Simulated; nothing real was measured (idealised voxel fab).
Documented hereafter: the process module known as voxel capacitor over wiring.
For reference, the cross-section in this document is cut, with width 190 nm and square cells of 5 nm.
We lay out every cross-section as a grid of square cells and spell it out in bands from the top down, where one band means one or more rows of cells. In this notation a band is specified by the heights of its top and bottom, in that order and in nm, after which its materials appear from left to right, each paired with its width in nm. The word "edge to edge" attached to a single material means that material fills the band from edge to edge; the word "empty" stands for empty space. Heights are expressed relative to 0, this being the level below which the as-received wafer comprises one material exclusively. The lowest band is unbounded in the downward direction and is denoted as in "top 0, no bottom". Width: "30..40" (first number = top row, second number = bottom row, same change from row to row of cells). Where a step carries "all unchanged", the cross-section came out of it unchanged, cell for cell. Entry "Closed-off voids". Content: empty spaces with no open connection to the top, size 8 cells or greater. Each: width x height at distance. Distance: from left edge. Unit: nm. It should be noted that, on the line of a given step, the content following the step's settings is a remark produced by the simulator itself with respect to that step. A step's line can hold "overlay nm"; with a mask on that step, the setting says how far right of the planned place the mask lay, while a negative setting says it lay to the left.

Planned step list for the process
- 1: op RECEIVE | material Si
- 2: op CONFORMAL_DEP | material SiO2 | thk nm 15
- 3: op DIRECTIONAL_DEP | material TiN | thk nm 5
- 4: op DIRECTIONAL_DEP | material Ru | thk nm 15
- 5: op PATTERN | tone cover | mask id METAL_1 | material resist | width nm 30 | pitch nm 95 | thk nm 20 | overlay nm 0
- 6: op DIRECTIONAL_ETCH | etch materials Ru | depth nm 15
- 7: op DIRECTIONAL_ETCH | etch materials TiN | depth nm 5
- 8: op STRIP | etch materials resist
- 9: op FILL_DEP | material lowk | thk nm 5
- 10: op CMP | height nm 35
- 11: op CONFORMAL_DEP | material SiCN | thk nm 5
- 12: op DIRECTIONAL_DEP | material SiO2 | thk nm 20
- 13: op DIRECTIONAL_DEP | material aC | thk nm 10
- 14: op PATTERN | tone open | mask id PLUG_1 | material resist | width nm 15 | thk nm 25 | overlay nm 0
- 15: op DIRECTIONAL_ETCH | etch materials aC | depth nm 10
- 16: op STRIP | etch materials resist
- 17: op DIRECTIONAL_ETCH | etch materials SiO2 | depth nm 20
- 18: op DIRECTIONAL_ETCH | etch materials SiCN | depth nm 5
- 19: op STRIP | etch materials aC
- 20: op EPI | material Ru | thk nm 10
- 21: op EPI | material Ru | thk nm 10
- 22: op EPI | material Ru | thk nm 5
- 23: op DIRECTIONAL_DEP | material TiN | thk nm 5
- 24: op DIRECTIONAL_DEP | material Al2O3 | thk nm 5
- 25: op DIRECTIONAL_DEP | material TiN | thk nm 10
- 26: op DIRECTIONAL_DEP | material aC | thk nm 10
- 27: op PATTERN | tone cover | mask id UPPER_PLATE | material resist | width nm 70 | thk nm 25 | overlay nm 0
- 28: op DIRECTIONAL_ETCH | etch materials aC | depth nm 10
- 29: op STRIP | etch materials resist
- 30: op DIRECTIONAL_ETCH | etch materials TiN | depth nm 10
- 31: op DIRECTIONAL_ETCH | etch materials Al2O3 | depth nm 5
- 32: op STRIP | etch materials aC
- 33: op DIRECTIONAL_DEP | material aC | thk nm 15
- 34: op PATTERN | tone cover | mask id LOWER_PLATE | material resist | width nm 80 | thk nm 35 | overlay nm 0
- 35: op DIRECTIONAL_ETCH | etch materials aC | depth nm 15
- 36: op STRIP | etch materials resist
- 37: op DIRECTIONAL_ETCH | etch materials TiN | depth nm 5
- 38: op STRIP | etch materials aC
- 39: op FILL_DEP | material SiO2 | thk nm 15
- 40: op CMP | height nm 90
- 41: op MASKED_ETCH | tone open | mask id PLUG_2 | width nm 15 | etch materials SiO2 | depth nm 10 | overlay nm 0
- 42: op CONFORMAL_DEP | material TiN | thk nm 5
- 43: op FILL_DEP | material W | thk nm 10
- 44: op CMP | height nm 90
- 45: op CONFORMAL_DEP | material SiCN | thk nm 5

First of two wafers - as planned

As received (post step 1): cross-section
- top 0, no bottom = Si edge to edge
- Closed-off voids: none

The wafer in cross-section once step 2 is complete
- top 15, bottom 0 = SiO2 edge to edge
- Below a height of 0, the structure has not been altered.

The wafer in cross-section once step 3 is complete
- top 20, bottom 15 = TiN edge to edge
- Below a height of 15, the structure has not been altered.

The wafer in cross-section once step 4 is complete
- top 35, bottom 20 = Ru edge to edge
- Below a height of 20, the structure has not been altered.

The wafer in cross-section once step 5 is complete
- top 55, bottom 35 = empty 30 nm, resist 30 nm, empty 65 nm, resist 30 nm, empty 35 nm
- Below a height of 35, the structure has not been altered.

The wafer in cross-section once step 6 is complete
- top 55, bottom 35 = empty 30 nm, resist 30 nm, empty 65 nm, resist 30 nm, empty 35 nm
- top 35, bottom 20 = empty 30 nm, Ru 30 nm, empty 65 nm, Ru 30 nm, empty 35 nm
- Below a height of 20, the structure has not been altered.

The wafer in cross-section once step 7 is complete
- top 55, bottom 35 = empty 30 nm, resist 30 nm, empty 65 nm, resist 30 nm, empty 35 nm
- top 35, bottom 20 = empty 30 nm, Ru 30 nm, empty 65 nm, Ru 30 nm, empty 35 nm
- top 20, bottom 15 = empty 30 nm, TiN 30 nm, empty 65 nm, TiN 30 nm, empty 35 nm
- Below a height of 15, the structure has not been altered.

The wafer in cross-section once step 8 is complete
- top 35, bottom 20 = empty 30 nm, Ru 30 nm, empty 65 nm, Ru 30 nm, empty 35 nm
- Below a height of 20, the structure has not been altered.

The wafer in cross-section once step 9 is complete
- top 40, bottom 35 = lowk edge to edge
- top 35, bottom 20 = lowk 30 nm, Ru 30 nm, lowk 65 nm, Ru 30 nm, lowk 35 nm
- top 20, bottom 15 = lowk 30 nm, TiN 30 nm, lowk 65 nm, TiN 30 nm, lowk 35 nm
- Below a height of 15, the structure has not been altered.

The wafer in cross-section once step 10 is complete
- top 35, bottom 20 = lowk 30 nm, Ru 30 nm, lowk 65 nm, Ru 30 nm, lowk 35 nm
- Below a height of 20, the structure has not been altered.

The wafer in cross-section once step 11 is complete
- top 40, bottom 35 = SiCN edge to edge
- Below a height of 35, the structure has not been altered.

The wafer in cross-section once step 12 is complete
- top 60, bottom 40 = SiO2 edge to edge
- Below a height of 40, the structure has not been altered.

The wafer in cross-section once step 13 is complete
- top 70, bottom 60 = aC edge to edge
- Below a height of 60, the structure has not been altered.

The wafer in cross-section once step 14 is complete
- top 95, bottom 70 = resist 45 nm, empty 15 nm, resist 130 nm
- Below a height of 70, the structure has not been altered.

The wafer in cross-section once step 15 is complete
- top 85, bottom 70 = resist 45 nm, empty 15 nm, resist 130 nm
- top 70, bottom 60 = aC 45 nm, empty 15 nm, aC 130 nm
- Below a height of 60, the structure has not been altered.

The wafer in cross-section once step 16 is complete
- top 70, bottom 60 = aC 45 nm, empty 15 nm, aC 130 nm
- Below a height of 60, the structure has not been altered.

The wafer in cross-section once step 17 is complete
- top 70, bottom 60 = aC 45 nm, empty 15 nm, aC 130 nm
- top 60, bottom 40 = SiO2 45 nm, empty 15 nm, SiO2 130 nm
- Below a height of 40, the structure has not been altered.

The wafer in cross-section once step 18 is complete
- top 70, bottom 60 = aC 45 nm, empty 15 nm, aC 130 nm
- top 60, bottom 40 = SiO2 45 nm, empty 15 nm, SiO2 130 nm
- top 40, bottom 35 = SiCN 45 nm, empty 15 nm, SiCN 130 nm
- Below a height of 35, the structure has not been altered.

The wafer in cross-section once step 19 is complete
- top 60, bottom 40 = SiO2 45 nm, empty 15 nm, SiO2 130 nm
- Below a height of 40, the structure has not been altered.

The wafer in cross-section once step 20 is complete
- top 60, bottom 45 = SiO2 45 nm, empty 15 nm, SiO2 130 nm
- top 45, bottom 40 = SiO2 45 nm, Ru 15 nm, SiO2 130 nm
- top 40, bottom 35 = SiCN 45 nm, Ru 15 nm, SiCN 130 nm
- Below a height of 35, the structure has not been altered.

The wafer in cross-section once step 21 is complete
- top 60, bottom 55 = SiO2 45 nm, empty 15 nm, SiO2 130 nm
- top 55, bottom 40 = SiO2 45 nm, Ru 15 nm, SiO2 130 nm
- Below a height of 40, the structure has not been altered.

The wafer in cross-section once step 22 is complete
- top 60, bottom 40 = SiO2 45 nm, Ru 15 nm, SiO2 130 nm
- Below a height of 40, the structure has not been altered.

The wafer in cross-section once step 23 is complete
- top 65, bottom 60 = TiN edge to edge
- Below a height of 60, the structure has not been altered.

The wafer in cross-section once step 24 is complete
- top 70, bottom 65 = Al2O3 edge to edge
- Below a height of 65, the structure has not been altered.

The wafer in cross-section once step 25 is complete
- top 80, bottom 70 = TiN edge to edge
- Below a height of 70, the structure has not been altered.

The wafer in cross-section once step 26 is complete
- top 90, bottom 80 = aC edge to edge
- Below a height of 80, the structure has not been altered.

The wafer in cross-section once step 27 is complete
- top 115, bottom 90 = empty 45 nm, resist 70 nm, empty 75 nm
- Below a height of 90, the structure has not been altered.

The wafer in cross-section once step 28 is complete
- top 105, bottom 90 = empty 45 nm, resist 70 nm, empty 75 nm
- top 90, bottom 80 = empty 45 nm, aC 70 nm, empty 75 nm
- Below a height of 80, the structure has not been altered.

The wafer in cross-section once step 29 is complete
- top 90, bottom 80 = empty 45 nm, aC 70 nm, empty 75 nm
- Below a height of 80, the structure has not been altered.

The wafer in cross-section once step 30 is complete
- top 90, bottom 80 = empty 45 nm, aC 70 nm, empty 75 nm
- top 80, bottom 70 = empty 45 nm, TiN 70 nm, empty 75 nm
- Below a height of 70, the structure has not been altered.

The wafer in cross-section once step 31 is complete
- top 90, bottom 80 = empty 45 nm, aC 70 nm, empty 75 nm
- top 80, bottom 70 = empty 45 nm, TiN 70 nm, empty 75 nm
- top 70, bottom 65 = empty 45 nm, Al2O3 70 nm, empty 75 nm
- Below a height of 65, the structure has not been altered.

The wafer in cross-section once step 32 is complete
- top 80, bottom 70 = empty 45 nm, TiN 70 nm, empty 75 nm
- Below a height of 70, the structure has not been altered.

The wafer in cross-section once step 33 is complete
- top 95, bottom 80 = empty 45 nm, aC 70 nm, empty 75 nm
- top 80, bottom 70 = aC 45 nm, TiN 70 nm, aC 75 nm
- top 70, bottom 65 = aC 45 nm, Al2O3 70 nm, aC 75 nm
- Below a height of 65, the structure has not been altered.

The wafer in cross-section once step 34 is complete
- top 130, bottom 95 = empty 40 nm, resist 80 nm, empty 70 nm
- top 95, bottom 80 = empty 40 nm, resist 5 nm, aC 70 nm, resist 5 nm, empty 70 nm
- Below a height of 80, the structure has not been altered.

The wafer in cross-section once step 35 is complete
- top 115, bottom 95 = empty 40 nm, resist 80 nm, empty 70 nm
- top 95, bottom 80 = empty 40 nm, resist 5 nm, aC 70 nm, resist 5 nm, empty 70 nm
- top 80, bottom 70 = empty 40 nm, aC 5 nm, TiN 70 nm, aC 5 nm, empty 70 nm
- top 70, bottom 65 = empty 40 nm, aC 5 nm, Al2O3 70 nm, aC 5 nm, empty 70 nm
- Below a height of 65, the structure has not been altered.

The wafer in cross-section once step 36 is complete
- top 95, bottom 80 = empty 45 nm, aC 70 nm, empty 75 nm
- Below a height of 80, the structure has not been altered.

The wafer in cross-section once step 37 is complete
- top 95, bottom 80 = empty 45 nm, aC 70 nm, empty 75 nm
- top 80, bottom 70 = empty 40 nm, aC 5 nm, TiN 70 nm, aC 5 nm, empty 70 nm
- top 70, bottom 65 = empty 40 nm, aC 5 nm, Al2O3 70 nm, aC 5 nm, empty 70 nm
- top 65, bottom 60 = empty 40 nm, TiN 80 nm, empty 70 nm
- Below a height of 60, the structure has not been altered.

The wafer in cross-section once step 38 is complete
- top 80, bottom 70 = empty 45 nm, TiN 70 nm, empty 75 nm
- top 70, bottom 65 = empty 45 nm, Al2O3 70 nm, empty 75 nm
- Below a height of 65, the structure has not been altered.

The wafer in cross-section once step 39 is complete
- top 95, bottom 80 = SiO2 edge to edge
- top 80, bottom 70 = SiO2 45 nm, TiN 70 nm, SiO2 75 nm
- top 70, bottom 65 = SiO2 45 nm, Al2O3 70 nm, SiO2 75 nm
- top 65, bottom 60 = SiO2 40 nm, TiN 80 nm, SiO2 70 nm
- Below a height of 60, the structure has not been altered.

The wafer in cross-section once step 40 is complete
- top 90, bottom 80 = SiO2 edge to edge
- Below a height of 80, the structure has not been altered.

The wafer in cross-section once step 41 is complete
- top 90, bottom 80 = SiO2 55 nm, empty 15 nm, SiO2 120 nm
- Below a height of 80, the structure has not been altered.

The wafer in cross-section once step 42 is complete
- top 95, bottom 90 = TiN 60 nm, empty 5 nm, TiN 125 nm
- top 90, bottom 85 = SiO2 55 nm, TiN 5 nm, empty 5 nm, TiN 5 nm, SiO2 120 nm
- top 85, bottom 80 = SiO2 55 nm, TiN 15 nm, SiO2 120 nm
- Below a height of 80, the structure has not been altered.

The wafer in cross-section once step 43 is complete
- top 105, bottom 95 = W edge to edge
- top 95, bottom 90 = TiN 60 nm, W 5 nm, TiN 125 nm
- top 90, bottom 85 = SiO2 55 nm, TiN 5 nm, W 5 nm, TiN 5 nm, SiO2 120 nm
- Below a height of 85, the structure has not been altered.

The wafer in cross-section once step 44 is complete
- top 90, bottom 85 = SiO2 55 nm, TiN 5 nm, W 5 nm, TiN 5 nm, SiO2 120 nm
- Below a height of 85, the structure has not been altered.

The wafer in cross-section once step 45 is complete
- top 95, bottom 90 = SiCN edge to edge
- Below a height of 90, the structure has not been altered.

Companion wafer, the second of two: same beginning, same intended sequence, one mistake in carrying it out; through step 13 inclusive it tracks the first exactly

The second wafer cut through, at the time step 14 was supposed to be finished
- top 95, bottom 70 = empty 45 nm, resist 15 nm, empty 130 nm
- Below a height of 70, the structure has not been altered.

The second wafer cut through, at the time step 15 was supposed to be finished
- top 85, bottom 70 = empty 45 nm, resist 15 nm, empty 130 nm
- top 70, bottom 60 = empty 45 nm, aC 15 nm, empty 130 nm
- Below a height of 60, the structure has not been altered.

The second wafer cut through, at the time step 16 was supposed to be finished
- top 70, bottom 60 = empty 45 nm, aC 15 nm, empty 130 nm
- Below a height of 60, the structure has not been altered.

The second wafer cut through, at the time step 17 was supposed to be finished
- top 70, bottom 60 = empty 45 nm, aC 15 nm, empty 130 nm
- top 60, bottom 40 = empty 45 nm, SiO2 15 nm, empty 130 nm
- Below a height of 40, the structure has not been altered.

The second wafer cut through, at the time step 18 was supposed to be finished
- top 70, bottom 60 = empty 45 nm, aC 15 nm, empty 130 nm
- top 60, bottom 40 = empty 45 nm, SiO2 15 nm, empty 130 nm
- top 40, bottom 35 = empty 45 nm, SiCN 15 nm, empty 130 nm
- Below a height of 35, the structure has not been altered.

The second wafer cut through, at the time step 19 was supposed to be finished
- top 60, bottom 40 = empty 45 nm, SiO2 15 nm, empty 130 nm
- Below a height of 40, the structure has not been altered.

The second wafer cut through, at the time step 20 was supposed to be finished
- top 60, bottom 45 = empty 45 nm, SiO2 15 nm, empty 130 nm
- top 45, bottom 40 = empty 20 nm, Ru 25 nm, SiO2 15 nm, empty 55 nm, Ru 50 nm, empty 25 nm
- top 40, bottom 35 = empty 20 nm, Ru 25 nm, SiCN 15 nm, empty 55 nm, Ru 50 nm, empty 25 nm
- Below a height of 35, the structure has not been altered.

The second wafer cut through, at the time step 21 was supposed to be finished
- top 60, bottom 55 = empty 45 nm, SiO2 15 nm, empty 130 nm
- top 55, bottom 40 = empty 10 nm, Ru 35 nm, SiO2 15 nm, empty 45 nm, Ru 70 nm, empty 15 nm
- top 40, bottom 35 = empty 10 nm, Ru 35 nm, SiCN 15 nm, empty 45 nm, Ru 70 nm, empty 15 nm
- Below a height of 35, the structure has not been altered.

The second wafer cut through, at the time step 22 was supposed to be finished
- top 60, bottom 40 = empty 5 nm, Ru 40 nm, SiO2 15 nm, empty 40 nm, Ru 80 nm, empty 10 nm
- top 40, bottom 35 = empty 5 nm, Ru 40 nm, SiCN 15 nm, empty 40 nm, Ru 80 nm, empty 10 nm
- Below a height of 35, the structure has not been altered.

The second wafer cut through, at the time step 23 was supposed to be finished
- top 65, bottom 60 = empty 5 nm, TiN 55 nm, empty 40 nm, TiN 80 nm, empty 10 nm
- top 60, bottom 40 = empty 5 nm, Ru 40 nm, SiO2 15 nm, empty 40 nm, Ru 80 nm, empty 10 nm
- top 40, bottom 35 = TiN 5 nm, Ru 40 nm, SiCN 15 nm, TiN 40 nm, Ru 80 nm, TiN 10 nm
- Below a height of 35, the structure has not been altered.

The second wafer cut through, at the time step 24 was supposed to be finished
- top 70, bottom 65 = empty 5 nm, Al2O3 55 nm, empty 40 nm, Al2O3 80 nm, empty 10 nm
- top 65, bottom 60 = empty 5 nm, TiN 55 nm, empty 40 nm, TiN 80 nm, empty 10 nm
- top 60, bottom 45 = empty 5 nm, Ru 40 nm, SiO2 15 nm, empty 40 nm, Ru 80 nm, empty 10 nm
- top 45, bottom 40 = Al2O3 5 nm, Ru 40 nm, SiO2 15 nm, Al2O3 40 nm, Ru 80 nm, Al2O3 10 nm
- Below a height of 40, the structure has not been altered.

The second wafer cut through, at the time step 25 was supposed to be finished
- top 80, bottom 70 = empty 5 nm, TiN 55 nm, empty 40 nm, TiN 80 nm, empty 10 nm
- top 70, bottom 65 = empty 5 nm, Al2O3 55 nm, empty 40 nm, Al2O3 80 nm, empty 10 nm
- top 65, bottom 60 = empty 5 nm, TiN 55 nm, empty 40 nm, TiN 80 nm, empty 10 nm
- top 60, bottom 55 = empty 5 nm, Ru 40 nm, SiO2 15 nm, empty 40 nm, Ru 80 nm, empty 10 nm
- top 55, bottom 45 = TiN 5 nm, Ru 40 nm, SiO2 15 nm, TiN 40 nm, Ru 80 nm, TiN 10 nm
- Below a height of 45, the structure has not been altered.

The second wafer cut through, at the time step 26 was supposed to be finished
- top 90, bottom 80 = empty 5 nm, aC 55 nm, empty 40 nm, aC 80 nm, empty 10 nm
- top 80, bottom 70 = empty 5 nm, TiN 55 nm, empty 40 nm, TiN 80 nm, empty 10 nm
- top 70, bottom 65 = empty 5 nm, Al2O3 55 nm, empty 40 nm, Al2O3 80 nm, empty 10 nm
- top 65, bottom 60 = aC 5 nm, TiN 55 nm, aC 40 nm, TiN 80 nm, aC 10 nm
- top 60, bottom 55 = aC 5 nm, Ru 40 nm, SiO2 15 nm, aC 40 nm, Ru 80 nm, aC 10 nm
- Below a height of 55, the structure has not been altered.

The second wafer cut through, at the time step 27 was supposed to be finished
- top 115, bottom 90 = empty 45 nm, resist 70 nm, empty 75 nm
- top 90, bottom 80 = empty 5 nm, aC 55 nm, resist 40 nm, aC 80 nm, empty 10 nm
- top 80, bottom 70 = empty 5 nm, TiN 55 nm, resist 40 nm, TiN 80 nm, empty 10 nm
- top 70, bottom 65 = empty 5 nm, Al2O3 55 nm, resist 40 nm, Al2O3 80 nm, empty 10 nm
- Below a height of 65, the structure has not been altered.

The second wafer cut through, at the time step 28 was supposed to be finished
- top 105, bottom 90 = empty 45 nm, resist 70 nm, empty 75 nm
- top 90, bottom 80 = empty 45 nm, aC 15 nm, resist 40 nm, aC 15 nm, empty 75 nm
- top 80, bottom 70 = empty 5 nm, TiN 55 nm, resist 40 nm, TiN 80 nm, empty 10 nm
- top 70, bottom 65 = empty 5 nm, Al2O3 55 nm, resist 40 nm, Al2O3 80 nm, empty 10 nm
- top 65, bottom 60 = empty 5 nm, TiN 55 nm, aC 40 nm, TiN 80 nm, empty 10 nm
- top 60, bottom 55 = empty 5 nm, Ru 40 nm, SiO2 15 nm, aC 40 nm, Ru 80 nm, empty 10 nm
- Below a height of 55, the structure has not been altered.

The second wafer cut through, at the time step 29 was supposed to be finished
- top 90, bottom 80 = empty 45 nm, aC 15 nm, empty 40 nm, aC 15 nm, empty 75 nm
- top 80, bottom 70 = empty 5 nm, TiN 55 nm, empty 40 nm, TiN 80 nm, empty 10 nm
- top 70, bottom 65 = empty 5 nm, Al2O3 55 nm, empty 40 nm, Al2O3 80 nm, empty 10 nm
- Below a height of 65, the structure has not been altered.

The second wafer cut through, at the time step 30 was supposed to be finished
- top 90, bottom 80 = empty 45 nm, aC 15 nm, empty 40 nm, aC 15 nm, empty 75 nm
- top 80, bottom 70 = empty 45 nm, TiN 15 nm, empty 40 nm, TiN 15 nm, empty 75 nm
- top 70, bottom 65 = empty 5 nm, Al2O3 55 nm, empty 40 nm, Al2O3 80 nm, empty 10 nm
- top 65, bottom 60 = empty 5 nm, TiN 55 nm, aC 40 nm, TiN 80 nm, empty 10 nm
- top 60, bottom 55 = empty 5 nm, Ru 40 nm, SiO2 15 nm, aC 40 nm, Ru 80 nm, empty 10 nm
- top 55, bottom 45 = empty 5 nm, Ru 40 nm, SiO2 15 nm, TiN 40 nm, Ru 80 nm, empty 10 nm
- Below a height of 45, the structure has not been altered.

The second wafer cut through, at the time step 31 was supposed to be finished
- top 90, bottom 80 = empty 45 nm, aC 15 nm, empty 40 nm, aC 15 nm, empty 75 nm
- top 80, bottom 70 = empty 45 nm, TiN 15 nm, empty 40 nm, TiN 15 nm, empty 75 nm
- top 70, bottom 65 = empty 45 nm, Al2O3 15 nm, empty 40 nm, Al2O3 15 nm, empty 75 nm
- top 65, bottom 60 = empty 5 nm, TiN 55 nm, aC 40 nm, TiN 80 nm, empty 10 nm
- top 60, bottom 55 = empty 5 nm, Ru 40 nm, SiO2 15 nm, aC 40 nm, Ru 80 nm, empty 10 nm
- top 55, bottom 45 = empty 5 nm, Ru 40 nm, SiO2 15 nm, TiN 40 nm, Ru 80 nm, empty 10 nm
- top 45, bottom 40 = empty 5 nm, Ru 40 nm, SiO2 15 nm, Al2O3 40 nm, Ru 80 nm, empty 10 nm
- Below a height of 40, the structure has not been altered.

The second wafer cut through, at the time step 32 was supposed to be finished
- top 80, bottom 70 = empty 45 nm, TiN 15 nm, empty 40 nm, TiN 15 nm, empty 75 nm
- top 70, bottom 65 = empty 45 nm, Al2O3 15 nm, empty 40 nm, Al2O3 15 nm, empty 75 nm
- top 65, bottom 60 = empty 5 nm, TiN 55 nm, empty 40 nm, TiN 80 nm, empty 10 nm
- top 60, bottom 55 = empty 5 nm, Ru 40 nm, SiO2 15 nm, empty 40 nm, Ru 80 nm, empty 10 nm
- Below a height of 55, the structure has not been altered.

The second wafer cut through, at the time step 33 was supposed to be finished
- top 95, bottom 80 = empty 45 nm, aC 15 nm, empty 40 nm, aC 15 nm, empty 75 nm
- top 80, bottom 70 = empty 5 nm, aC 40 nm, TiN 15 nm, empty 40 nm, TiN 15 nm, aC 65 nm, empty 10 nm
- top 70, bottom 65 = empty 5 nm, aC 40 nm, Al2O3 15 nm, aC 40 nm, Al2O3 15 nm, aC 65 nm, empty 10 nm
- top 65, bottom 60 = empty 5 nm, TiN 55 nm, aC 40 nm, TiN 80 nm, empty 10 nm
- top 60, bottom 55 = empty 5 nm, Ru 40 nm, SiO2 15 nm, aC 40 nm, Ru 80 nm, empty 10 nm
- top 55, bottom 45 = aC 5 nm, Ru 40 nm, SiO2 15 nm, TiN 40 nm, Ru 80 nm, aC 10 nm
- top 45, bottom 40 = aC 5 nm, Ru 40 nm, SiO2 15 nm, Al2O3 40 nm, Ru 80 nm, aC 10 nm
- Below a height of 40, the structure has not been altered.

The second wafer cut through, at the time step 34 was supposed to be finished
- top 130, bottom 95 = empty 40 nm, resist 80 nm, empty 70 nm
- top 95, bottom 80 = empty 40 nm, resist 5 nm, aC 15 nm, resist 40 nm, aC 15 nm, resist 5 nm, empty 70 nm
- top 80, bottom 70 = empty 5 nm, aC 40 nm, TiN 15 nm, resist 40 nm, TiN 15 nm, aC 65 nm, empty 10 nm
- Below a height of 70, the structure has not been altered.

The second wafer cut through, at the time step 35 was supposed to be finished
- top 115, bottom 95 = empty 40 nm, resist 80 nm, empty 70 nm
- top 95, bottom 80 = empty 40 nm, resist 5 nm, aC 15 nm, resist 40 nm, aC 15 nm, resist 5 nm, empty 70 nm
- top 80, bottom 70 = empty 40 nm, aC 5 nm, TiN 15 nm, resist 40 nm, TiN 15 nm, aC 5 nm, empty 70 nm
- top 70, bottom 65 = empty 40 nm, aC 5 nm, Al2O3 15 nm, aC 40 nm, Al2O3 15 nm, aC 5 nm, empty 70 nm
- top 65, bottom 60 = empty 5 nm, TiN 55 nm, aC 40 nm, TiN 80 nm, empty 10 nm
- top 60, bottom 55 = empty 5 nm, Ru 40 nm, SiO2 15 nm, aC 40 nm, Ru 80 nm, empty 10 nm
- top 55, bottom 45 = empty 5 nm, Ru 40 nm, SiO2 15 nm, TiN 40 nm, Ru 80 nm, empty 10 nm
- top 45, bottom 40 = empty 5 nm, Ru 40 nm, SiO2 15 nm, Al2O3 40 nm, Ru 80 nm, empty 10 nm
- Below a height of 40, the structure has not been altered.

The second wafer cut through, at the time step 36 was supposed to be finished
- top 95, bottom 80 = empty 45 nm, aC 15 nm, empty 40 nm, aC 15 nm, empty 75 nm
- top 80, bottom 70 = empty 40 nm, aC 5 nm, TiN 15 nm, empty 40 nm, TiN 15 nm, aC 5 nm, empty 70 nm
- Below a height of 70, the structure has not been altered.

The second wafer cut through, at the time step 37 was supposed to be finished
- top 95, bottom 80 = empty 45 nm, aC 15 nm, empty 40 nm, aC 15 nm, empty 75 nm
- top 80, bottom 70 = empty 40 nm, aC 5 nm, TiN 15 nm, empty 40 nm, TiN 15 nm, aC 5 nm, empty 70 nm
- top 70, bottom 65 = empty 40 nm, aC 5 nm, Al2O3 15 nm, aC 40 nm, Al2O3 15 nm, aC 5 nm, empty 70 nm
- top 65, bottom 60 = empty 40 nm, TiN 20 nm, aC 40 nm, TiN 20 nm, empty 70 nm
- top 60, bottom 55 = empty 5 nm, Ru 40 nm, SiO2 15 nm, aC 40 nm, Ru 80 nm, empty 10 nm
- top 55, bottom 45 = empty 5 nm, Ru 40 nm, SiO2 15 nm, TiN 40 nm, Ru 80 nm, empty 10 nm
- top 45, bottom 40 = empty 5 nm, Ru 40 nm, SiO2 15 nm, Al2O3 40 nm, Ru 80 nm, empty 10 nm
- top 40, bottom 35 = empty 5 nm, Ru 40 nm, SiCN 15 nm, TiN 40 nm, Ru 80 nm, empty 10 nm
- Below a height of 35, the structure has not been altered.

The second wafer cut through, at the time step 38 was supposed to be finished
- top 80, bottom 70 = empty 45 nm, TiN 15 nm, empty 40 nm, TiN 15 nm, empty 75 nm
- top 70, bottom 65 = empty 45 nm, Al2O3 15 nm, empty 40 nm, Al2O3 15 nm, empty 75 nm
- top 65, bottom 60 = empty 40 nm, TiN 20 nm, empty 40 nm, TiN 20 nm, empty 70 nm
- top 60, bottom 55 = empty 5 nm, Ru 40 nm, SiO2 15 nm, empty 40 nm, Ru 80 nm, empty 10 nm
- Below a height of 55, the structure has not been altered.

The second wafer cut through, at the time step 39 was supposed to be finished
- top 95, bottom 80 = SiO2 edge to edge
- top 80, bottom 70 = SiO2 45 nm, TiN 15 nm, SiO2 40 nm, TiN 15 nm, SiO2 75 nm
- top 70, bottom 65 = SiO2 45 nm, Al2O3 15 nm, SiO2 40 nm, Al2O3 15 nm, SiO2 75 nm
- top 65, bottom 60 = SiO2 40 nm, TiN 20 nm, SiO2 40 nm, TiN 20 nm, SiO2 70 nm
- top 60, bottom 55 = SiO2 5 nm, Ru 40 nm, SiO2 55 nm, Ru 80 nm, SiO2 10 nm
- top 55, bottom 45 = SiO2 5 nm, Ru 40 nm, SiO2 15 nm, TiN 40 nm, Ru 80 nm, SiO2 10 nm
- top 45, bottom 40 = SiO2 5 nm, Ru 40 nm, SiO2 15 nm, Al2O3 40 nm, Ru 80 nm, SiO2 10 nm
- top 40, bottom 35 = SiO2 5 nm, Ru 40 nm, SiCN 15 nm, TiN 40 nm, Ru 80 nm, SiO2 10 nm
- Below a height of 35, the structure has not been altered.

The second wafer cut through, at the time step 40 was supposed to be finished
- top 90, bottom 80 = SiO2 edge to edge
- Below a height of 80, the structure has not been altered.

The second wafer cut through, at the time step 41 was supposed to be finished
- top 90, bottom 80 = SiO2 55 nm, empty 15 nm, SiO2 120 nm
- Below a height of 80, the structure has not been altered.

The second wafer cut through, at the time step 42 was supposed to be finished
- top 95, bottom 90 = TiN 60 nm, empty 5 nm, TiN 125 nm
- top 90, bottom 85 = SiO2 55 nm, TiN 5 nm, empty 5 nm, TiN 5 nm, SiO2 120 nm
- top 85, bottom 80 = SiO2 55 nm, TiN 15 nm, SiO2 120 nm
- Below a height of 80, the structure has not been altered.

The second wafer cut through, at the time step 43 was supposed to be finished
- top 105, bottom 95 = W edge to edge
- top 95, bottom 90 = TiN 60 nm, W 5 nm, TiN 125 nm
- top 90, bottom 85 = SiO2 55 nm, TiN 5 nm, W 5 nm, TiN 5 nm, SiO2 120 nm
- Below a height of 85, the structure has not been altered.

The second wafer cut through, at the time step 44 was supposed to be finished
- top 90, bottom 85 = SiO2 55 nm, TiN 5 nm, W 5 nm, TiN 5 nm, SiO2 120 nm
- Below a height of 85, the structure has not been altered.

The second wafer cut through, at the time step 45 was supposed to be finished
- top 95, bottom 90 = SiCN edge to edge
- Below a height of 90, the structure has not been altered.
Against the plan, the run slipped here: rather than as planned, step 14 actually ran as op PATTERN | tone cover | mask id PLUG_1 | material resist | width nm 15 | thk nm 25 | overlay nm 0
Final wafer comparison in cells, second versus first, more or fewer per material: 105 more of Ru, 32 fewer of SiCN, 73 fewer of SiO2
